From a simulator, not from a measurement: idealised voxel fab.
voxel wiring stack: a process module
Shown is cross-section cut, with a width of 240 nm and square cells of size 5 nm.
Cross-sections here: square-cell grids, written as top-down lists of bands, a band being one or more rows of cells.
Top, bottom (nm), then materials left to right with widths (nm); lone material tagged "edge to edge" fills the whole band edge to edge; "blank" = empty space.
Heads up on the height convention: 0 is the point under which the incoming wafer is all one material, and the lowest band has no bottom, it just keeps going down, like "0 nm and below".
A width given as "30->40" starts at the first number in the band's top row and ends at the second number in its bottom row, shifting by an equal amount at every step from row to row.
The cross-section has no changed cell in any step marked "nothing changed".
Basically, "Enclosed internal voids" tells you about the enclosed voids: empty spaces with no open way to the top, 8 cells or bigger, each written width x height at distance, where distance is from the left edge, all in nm.
Past the settings on a step's line: simulator remark, on that step.
Regarding "overlay nm": on a step with a mask, it is the distance the mask lay to the right of its planned place; a negative value places it to the left.

[Process steps - plan]
step 1: RECEIVE [material Si]
step 2: CONFORMAL_DEP [material SiO2] [thk nm 15]
step 3: DIRECTIONAL_DEP [material TiN] [thk nm 5]
step 4: DIRECTIONAL_DEP [material Ru] [thk nm 15]
step 5: PATTERN [tone cover] [mask id METAL_1] [material resist] [width nm 25] [pitch nm 55] [thk nm 15] [overlay nm 0]
step 6: DIRECTIONAL_ETCH [etch materials Ru] [depth nm 15]
step 7: DIRECTIONAL_ETCH [etch materials TiN] [depth nm 5]
step 8: STRIP [etch materials resist]
step 9: CONFORMAL_DEP [material SiCN] [thk nm 5]
step 10: FILL_DEP [material lowk] [thk nm 5]
step 11: CMP [height nm 35]
step 12: CONFORMAL_DEP [material SiCN] [thk nm 5]
step 13: DIRECTIONAL_DEP [material SiO2] [thk nm 30]
step 14: DIRECTIONAL_DEP [material aC] [thk nm 10]
step 15: PATTERN [tone open] [mask id METAL_2_HOLES] [material resist] [width nm 15] [pitch nm 55] [thk nm 25] [overlay nm 0]
step 16: DIRECTIONAL_ETCH [etch materials aC] [depth nm 10]
step 17: STRIP [etch materials resist]
step 18: DIRECTIONAL_ETCH [etch materials SiO2] [depth nm 30]
step 19: STRIP [etch materials aC]
step 20: DIRECTIONAL_DEP [material aC] [thk nm 15]
step 21: PATTERN [tone open] [mask id METAL_2] [material resist] [width nm 25] [pitch nm 55] [thk nm 35] [overlay nm 0]
step 22: DIRECTIONAL_ETCH [etch materials aC] [depth nm 15]
step 23: STRIP [etch materials resist]
step 24: DIRECTIONAL_ETCH [etch materials SiO2] [depth nm 15]
step 25: DIRECTIONAL_ETCH [etch materials SiCN] [depth nm 5]
step 26: STRIP [etch materials aC]
step 27: CONFORMAL_DEP [material TiN] [thk nm 5]
step 28: FILL_DEP [material Ru] [thk nm 5]
step 29: CMP [height nm 70]
step 30: CONFORMAL_DEP [material SiCN] [thk nm 5]

[Wafer as received: cross-section following step 1]
  0 nm and below | Si edge to edge
  Enclosed internal voids: none

[Module complete - cross-section of the first of two wafers, run according to plan]
  75 nm to 70 nm | SiCN edge to edge
  70 nm to 60 nm | 50 of SiO2, then 5 of TiN, then 15 of Ru, then 5 of TiN, then 30 of SiO2, then 5 of TiN, then 15 of Ru, then 5 of TiN, then 30 of SiO2, then 5 of TiN, then 15 of Ru, then 5 of TiN, then 55 of SiO2
  60 nm to 55 nm | 50 of SiO2, then 5 of TiN, then 5 of Ru, then 15 of TiN, then 30 of SiO2, then 5 of TiN, then 5 of Ru, then 15 of TiN, then 30 of SiO2, then 5 of TiN, then 5 of Ru, then 15 of TiN, then 55 of SiO2
  55 nm to 40 nm | 50 of SiO2, then 5 of TiN, then 5 of Ru, then 5 of TiN, then 40 of SiO2, then 5 of TiN, then 5 of Ru, then 5 of TiN, then 40 of SiO2, then 5 of TiN, then 5 of Ru, then 5 of TiN, then 65 of SiO2
  40 nm to 35 nm | 50 of SiCN, then 15 of TiN, then 40 of SiCN, then 15 of TiN, then 40 of SiCN, then 15 of TiN, then 65 of SiCN
  35 nm to 20 nm | 45 of lowk, then 5 of SiCN, then 25 of Ru, then 5 of SiCN, then 20 of lowk, then 5 of SiCN, then 25 of Ru, then 5 of SiCN, then 20 of lowk, then 5 of SiCN, then 25 of Ru, then 5 of SiCN, then 50 of lowk
  20 nm to 15 nm | 50 of SiCN, then 25 of TiN, then 30 of SiCN, then 25 of TiN, then 30 of SiCN, then 25 of TiN, then 55 of SiCN
  15 nm to 0 nm | SiO2 edge to edge
  0 nm and below | Si edge to edge
  Enclosed internal voids: none

[Presented here is a cross-section of the second of the two wafers as it stood at the end of the module. It was started in the same manner and assigned the same plan as the first wafer; however, one mistake was made in its execution]
  75 nm to 70 nm | SiCN edge to edge
  70 nm to 40 nm | 50 of SiO2, then 5 of TiN, then 15 of Ru, then 5 of TiN, then 30 of SiO2, then 5 of TiN, then 15 of Ru, then 5 of TiN, then 30 of SiO2, then 5 of TiN, then 15 of Ru, then 5 of TiN, then 55 of SiO2
  40 nm to 35 nm | 50 of SiCN, then 25 of TiN, then 30 of SiCN, then 25 of TiN, then 30 of SiCN, then 25 of TiN, then 55 of SiCN
  35 nm to 20 nm | 45 of lowk, then 5 of SiCN, then 25 of Ru, then 5 of SiCN, then 20 of lowk, then 5 of SiCN, then 25 of Ru, then 5 of SiCN, then 20 of lowk, then 5 of SiCN, then 25 of Ru, then 5 of SiCN, then 50 of lowk
  20 nm to 15 nm | 50 of SiCN, then 25 of TiN, then 30 of SiCN, then 25 of TiN, then 30 of SiCN, then 25 of TiN, then 55 of SiCN
  15 nm to 0 nm | SiO2 edge to edge
  0 nm and below | Si edge to edge
  Enclosed internal voids: none
What broke from the plan during processing? heads up, step 24 of the plan got done twice
Counted in cells at the end, the second wafer holds more or fewer of these materials than the first: +24 Ru; -6 SiCN; -18 SiO2
